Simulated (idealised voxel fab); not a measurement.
process module | voxel capacitor over wiring
cross-section cut | 235 nm wide | cells 5 nm
A cross-section is a grid of square cells, given in bands from the top down. A band is one or more rows of cells.
Each band's line starts with the height of the band's top and of its bottom, in nm. Then come its materials from left to right, each with its width in nm. One material with "throughout" fills the band from edge to edge. "air" is empty space.
Height 0 is the level under which the wafer as received is all one material. The lowest band goes on downwards, as in "0 down".
A width such as "30 to 40" changes by the same amount from each row of cells to the next, from the band's top row to its bottom row.
"no change" after a step means that no cell of the cross-section changed.
closed voids: empty space of 8 cells or more with no open way to the top, each as width x height at its distance from the left edge, in nm
after a step's settings: what the simulator itself notes on the step
overlay nm, on a step with a mask: how far to the right of its planned place the mask lay; to the left if negative
plan
1 op RECEIVE | material Si
2 op CONFORMAL_DEP | material SiO2 | thk nm 15
3 op CONFORMAL_DEP | material SiCN | thk nm 5
4 op DIRECTIONAL_DEP | material SiO2 | thk nm 25
5 op MASKED_ETCH | tone open | mask id METAL_1 | width nm 30 | pitch nm 85 | etch materials SiO2 | depth nm 25 | overlay nm 0
6 op MASKED_ETCH | tone open | mask id METAL_1 | width nm 30 | pitch nm 85 | etch materials SiCN | depth nm 5 | overlay nm 0
7 op CONFORMAL_DEP | material TiN | thk nm 5
8 op FILL_DEP | material Cu | thk nm 5
9 op CMP | height nm 45
10 op CONFORMAL_DEP | material SiCN | thk nm 5
11 op DIRECTIONAL_DEP | material SiO2 | thk nm 20
12 op DIRECTIONAL_DEP | material aC | thk nm 15
13 op PATTERN | tone open | mask id PLUG_1 | material resist | width nm 15 | thk nm 30 | overlay nm 0
14 op DIRECTIONAL_ETCH | etch materials aC | depth nm 15
15 op STRIP | etch materials resist
16 op DIRECTIONAL_ETCH | etch materials SiO2 | depth nm 20
17 op DIRECTIONAL_ETCH | etch materials SiCN | depth nm 5
18 op STRIP | etch materials aC
19 op CONFORMAL_DEP | material TiN | thk nm 5
20 op FILL_DEP | material Cu | thk nm 10
21 op CMP | height nm 70
22 op DIRECTIONAL_DEP | material TiN | thk nm 10
23 op DIRECTIONAL_DEP | material HfO2 | thk nm 5
24 op DIRECTIONAL_DEP | material TiN | thk nm 10
25 op PATTERN | tone cover | mask id UPPER_PLATE | material resist | width nm 60 | thk nm 15 | overlay nm 0
26 op DIRECTIONAL_ETCH | etch materials TiN | depth nm 10
27 op DIRECTIONAL_ETCH | etch materials HfO2 | depth nm 5
28 op STRIP | etch materials resist
29 op MASKED_ETCH | tone cover | mask id LOWER_PLATE | width nm 70 | etch materials TiN | depth nm 10 | overlay nm 0
30 op FILL_DEP | material SiO2 | thk nm 15
31 op CMP | height nm 105
32 op DIRECTIONAL_DEP | material aC | thk nm 15
33 op PATTERN | tone open | mask id PLUG_2 | material resist | width nm 15 | thk nm 30 | overlay nm 0
34 op DIRECTIONAL_ETCH | etch materials aC | depth nm 15
35 op STRIP | etch materials resist
36 op DIRECTIONAL_ETCH | etch materials SiO2 | depth nm 10
37 op STRIP | etch materials aC
38 op CONFORMAL_DEP | material TiN | thk nm 5
39 op FILL_DEP | material Ru | thk nm 10
40 op CMP | height nm 105
41 op CONFORMAL_DEP | material SiN | thk nm 5
as received, after step 1
  0 down: Si throughout
  closed voids: none
first wafer at the end, as planned
  110 to 105: SiN throughout
  105 to 100: SiO2 85 | TiN 5 | Ru 5 | TiN 5 | SiO2 135
  100 to 95: SiO2 85 | TiN 15 | SiO2 135
  95 to 85: SiO2 75 | TiN 60 | SiO2 100
  85 to 80: SiO2 75 | HfO2 60 | SiO2 100
  80 to 70: SiO2 70 | TiN 70 | SiO2 95
  70 to 50: SiO2 75 | TiN 5 | Cu 5 | TiN 5 | SiO2 145
  50 to 45: SiCN 75 | TiN 15 | SiCN 145
  45 to 20: SiO2 60 | TiN 5 | Cu 20 | TiN 5 | SiO2 55 | TiN 5 | Cu 20 | TiN 5 | SiO2 60
  20 to 15: SiCN 60 | TiN 30 | SiCN 55 | TiN 30 | SiCN 60
  15 to 0: SiO2 throughout
  0 down: Si throughout
  closed voids: none
second wafer at the end: like start, like plan, one mistake
  110 to 105: SiN throughout
  105 to 100: SiO2 85 | TiN 5 | Ru 5 | TiN 5 | SiO2 135
  100 to 95: SiO2 85 | TiN 15 | SiO2 135
  95 to 85: SiO2 75 | TiN 60 | SiO2 100
  85 to 80: SiO2 75 | HfO2 60 | SiO2 100
  80 to 70: SiO2 70 | TiN 70 | SiO2 95
  70 to 55: SiO2 75 | TiN 5 | Cu 5 | TiN 5 | SiO2 145
  55 to 50: SiO2 75 | TiN 15 | SiO2 145
  50 to 45: Ru throughout
  45 to 20: SiO2 60 | TiN 5 | Cu 20 | TiN 5 | SiO2 55 | TiN 5 | Cu 20 | TiN 5 | SiO2 60
  20 to 15: SiCN 60 | TiN 30 | SiCN 55 | TiN 30 | SiCN 60
  15 to 0: SiO2 throughout
  0 down: Si throughout
  closed voids: none
what went wrong: step 10 ran as: op CONFORMAL_DEP | material Ru | thk nm 5
at the end the second wafer has, in cells: 1 fewer of Cu | 47 more of Ru | 44 fewer of SiCN | 2 fewer of TiN
